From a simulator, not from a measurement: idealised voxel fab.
process module | voxel plated lines
cross-section cut | 185 nm wide | cells 5 nm
A cross-section is a grid of square cells, given in bands from the top down. A band is one or more rows of cells.
Each band's line starts with the height of the band's top and of its bottom, in nm. Then come its materials from left to right, each with its width in nm. One material with "throughout" fills the band from edge to edge. "air" is empty space.
Height 0 is the level under which the wafer as received is all one material. The lowest band goes on downwards, as in "0 down".
A width such as "30 to 40" changes by the same amount from each row of cells to the next, from the band's top row to its bottom row.
"no change" after a step means that no cell of the cross-section changed.
closed voids: empty space of 8 cells or more with no open way to the top, each as width x height at its distance from the left edge, in nm
after a step's settings: what the simulator itself notes on the step
overlay nm, on a step with a mask: how far to the right of its planned place the mask lay; to the left if negative
plan
1 op RECEIVE | material Si
2 op CONFORMAL_DEP | material Al2O3 | thk nm 15
3 op DIRECTIONAL_DEP | material TiN | thk nm 5
4 op PATTERN | tone open | mask id LINES | material resist | width nm 20 | pitch nm 35 | thk nm 15 | overlay nm 0
5 op EPI | material Ru | thk nm 5
6 op STRIP | etch materials resist
7 op DIRECTIONAL_ETCH | etch materials TiN | depth nm 5
8 op CONFORMAL_DEP | material SiO2 | thk nm 5
first wafer, as planned
as received, after step 1
  0 down: Si throughout
  closed voids: none
after step 2
  15 to 0: Al2O3 throughout
  below 0: unchanged
after step 3
  20 to 15: TiN throughout
  below 15: unchanged
after step 4
  35 to 20: resist 45 | air 20 | resist 15 | air 20 | resist 15 | air 20 | resist 50
  below 20: unchanged
after step 5
  35 to 25: resist 45 | air 20 | resist 15 | air 20 | resist 15 | air 20 | resist 50
  25 to 20: resist 45 | Ru 20 | resist 15 | Ru 20 | resist 15 | Ru 20 | resist 50
  below 20: unchanged
after step 6
  25 to 20: air 45 | Ru 20 | air 15 | Ru 20 | air 15 | Ru 20 | air 50
  below 20: unchanged
after step 7
  25 to 20: air 45 | Ru 20 | air 15 | Ru 20 | air 15 | Ru 20 | air 50
  20 to 15: air 45 | TiN 20 | air 15 | TiN 20 | air 15 | TiN 20 | air 50
  below 15: unchanged
after step 8
  30 to 25: air 40 | SiO2 30 | air 5 | SiO2 30 | air 5 | SiO2 30 | air 45
  25 to 20: air 40 | SiO2 5 | Ru 20 | SiO2 5 | air 5 | SiO2 5 | Ru 20 | SiO2 5 | air 5 | SiO2 5 | Ru 20 | SiO2 5 | air 45
  20 to 15: SiO2 45 | TiN 20 | SiO2 15 | TiN 20 | SiO2 15 | TiN 20 | SiO2 50
  below 15: unchanged
second wafer: like start, like plan, one mistake. Through step 3 it matches the first wafer
when step 4 should have ended
  35 to 20: resist 50 | air 20 | resist 15 | air 20 | resist 15 | air 20 | resist 45
  below 20: unchanged
when step 5 should have ended
  35 to 25: resist 50 | air 20 | resist 15 | air 20 | resist 15 | air 20 | resist 45
  25 to 20: resist 50 | Ru 20 | resist 15 | Ru 20 | resist 15 | Ru 20 | resist 45
  below 20: unchanged
when step 6 should have ended
  25 to 20: air 50 | Ru 20 | air 15 | Ru 20 | air 15 | Ru 20 | air 45
  below 20: unchanged
when step 7 should have ended
  25 to 20: air 50 | Ru 20 | air 15 | Ru 20 | air 15 | Ru 20 | air 45
  20 to 15: air 50 | TiN 20 | air 15 | TiN 20 | air 15 | TiN 20 | air 45
  below 15: unchanged
when step 8 should have ended
  30 to 25: air 45 | SiO2 30 | air 5 | SiO2 30 | air 5 | SiO2 30 | air 40
  25 to 20: air 45 | SiO2 5 | Ru 20 | SiO2 5 | air 5 | SiO2 5 | Ru 20 | SiO2 5 | air 5 | SiO2 5 | Ru 20 | SiO2 5 | air 40
  20 to 15: SiO2 50 | TiN 20 | SiO2 15 | TiN 20 | SiO2 15 | TiN 20 | SiO2 45
  below 15: unchanged
what went wrong: step 4 ran as: op PATTERN | tone open | mask id LINES | material resist | width nm 20 | pitch nm 35 | thk nm 15 | overlay nm 5
at the end the second wafer has, in cells: as many of each material as the first, in other places
